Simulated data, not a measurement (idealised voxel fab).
Module name: voxel plated lines (process module)
Section shown: cut. Width: 265 nm. Cell size: 5 nm, square.
In what follows, cross-sections appear as grids of square cells, described through bands that run from the top down, where every band is one or more rows of cells. It is stipulated that each band's entry specify, in nanometres, the height of the top of the band and then that of its bottom, followed by the materials of the band in left-to-right sequence, each together with its width in nanometres. A single material marked by the word "edge to edge" is understood to fill the band from edge to edge; the word "blank" is understood to denote empty space. We count height from 0. Below that, the starting wafer is all one material. The lowest band never ends at the bottom but goes on down; see "from 0 down" for how that is written. So if you see something like "30..40" for the width, read it as the top row of the band sitting at the first number and the bottom row at the second, with every row in between moving by the same amount as the last. Step marked "nothing got changed"? Then no cell in the cross-section changed in it. "Voids, fully enclosed" lists enclosed empty spaces (at least 8 cells, no open path upward to the top), each as width x height at distance from the left edge, in nm. Past the settings on a step's line: simulator remark, on that step. A step's line can hold "overlay nm"; with a mask on that step, the setting says how far right of the planned place the mask lay, while a negative setting says it lay to the left.
### Here's what the planned process steps look like
1,op RECEIVE | material Si
2,op CONFORMAL_DEP | material SiO2 | thk nm 10
3,op DIRECTIONAL_DEP | material TiN | thk nm 5
4,op PATTERN | tone open | mask id LINES | material resist | width nm 30 | pitch nm 50 | thk nm 35 | overlay nm 0
5,op EPI | material Ru | thk nm 10
6,op EPI | material Ru | thk nm 10
7,op EPI | material Ru | thk nm 10
8,op STRIP | etch materials resist
9,op DIRECTIONAL_ETCH | etch materials TiN | depth nm 5
10,op CONFORMAL_DEP | material SiCN | thk nm 5
### First wafer out of two, processed as planned
### Cross-section: wafer on arrival = after step 1
> from 0 down = Si edge to edge
> Voids, fully enclosed: none
### Upon completion of step 2, the wafer appears in cross-section as shown
> from 10 to 0 = SiO2 edge to edge
> Below 0, the layers are the same as they were.
### Upon completion of step 3, the wafer appears in cross-section as shown
> from 15 to 10 = TiN edge to edge
> Below 10, the layers are the same as they were.
### Upon completion of step 4, the wafer appears in cross-section as shown
> from 50 to 15 = resist 40, blank 30, resist 20, blank 30, resist 20, blank 30, resist 20, blank 30, resist 45
> Below 15, the layers are the same as they were.
### Upon completion of step 5, the wafer appears in cross-section as shown
> from 50 to 25 = resist 40, blank 30, resist 20, blank 30, resist 20, blank 30, resist 20, blank 30, resist 45
> from 25 to 15 = resist 40, Ru 30, resist 20, Ru 30, resist 20, Ru 30, resist 20, Ru 30, resist 45
> Below 15, the layers are the same as they were.
### Upon completion of step 6, the wafer appears in cross-section as shown
> from 50 to 35 = resist 40, blank 30, resist 20, blank 30, resist 20, blank 30, resist 20, blank 30, resist 45
> from 35 to 15 = resist 40, Ru 30, resist 20, Ru 30, resist 20, Ru 30, resist 20, Ru 30, resist 45
> Below 15, the layers are the same as they were.
### Upon completion of step 7, the wafer appears in cross-section as shown
> from 50 to 45 = resist 40, blank 30, resist 20, blank 30, resist 20, blank 30, resist 20, blank 30, resist 45
> from 45 to 15 = resist 40, Ru 30, resist 20, Ru 30, resist 20, Ru 30, resist 20, Ru 30, resist 45
> Below 15, the layers are the same as they were.
### Upon completion of step 8, the wafer appears in cross-section as shown
> from 45 to 15 = blank 40, Ru 30, blank 20, Ru 30, blank 20, Ru 30, blank 20, Ru 30, blank 45
> Below 15, the layers are the same as they were.
### Upon completion of step 9, the wafer appears in cross-section as shown
> from 45 to 15 = blank 40, Ru 30, blank 20, Ru 30, blank 20, Ru 30, blank 20, Ru 30, blank 45
> from 15 to 10 = blank 40, TiN 30, blank 20, TiN 30, blank 20, TiN 30, blank 20, TiN 30, blank 45
> Below 10, the layers are the same as they were.
### Upon completion of step 10, the wafer appears in cross-section as shown
> from 50 to 45 = blank 35, SiCN 40, blank 10, SiCN 40, blank 10, SiCN 40, blank 10, SiCN 40, blank 40
> from 45 to 15 = blank 35, SiCN 5, Ru 30, SiCN 5, blank 10, SiCN 5, Ru 30, SiCN 5, blank 10, SiCN 5, Ru 30, SiCN 5, blank 10, SiCN 5, Ru 30, SiCN 5, blank 40
> from 15 to 10 = SiCN 40, TiN 30, SiCN 20, TiN 30, SiCN 20, TiN 30, SiCN 20, TiN 30, SiCN 45
> Below 10, the layers are the same as they were.
### The second wafer began exactly as the first did and followed the same plan, but one mistake was made while running it; through step 2 inclusive, the two wafers are identical
### X-section, second wafer, when step 3 was due to finish
> from 15 to 0 = SiO2 edge to edge
> Below 0, the layers are the same as they were.
### X-section, second wafer, when step 4 was due to finish
> from 50 to 15 = resist 40, blank 30, resist 20, blank 30, resist 20, blank 30, resist 20, blank 30, resist 45
> Below 15, the layers are the same as they were.
X-section, second wafer, when step 5 was due to finish: nothing got changed
X-section, second wafer, when step 6 was due to finish: nothing got changed
X-section, second wafer, when step 7 was due to finish: nothing got changed
### X-section, second wafer, when step 8 was due to finish
> from 15 to 0 = SiO2 edge to edge
> Below 0, the layers are the same as they were.
X-section, second wafer, when step 9 was due to finish: nothing got changed
### X-section, second wafer, when step 10 was due to finish
> from 20 to 15 = SiCN edge to edge
> Below 15, the layers are the same as they were.
Where did the run depart from the plan? step 3 ran with different settings than intended, the actual operation and settings being op DIRECTIONAL_DEP | material SiO2 | thk nm 5
The second wafer ends with more or fewer cells of some materials than the first, per final count: Ru -144; SiCN -56; SiO2 +53; TiN -24
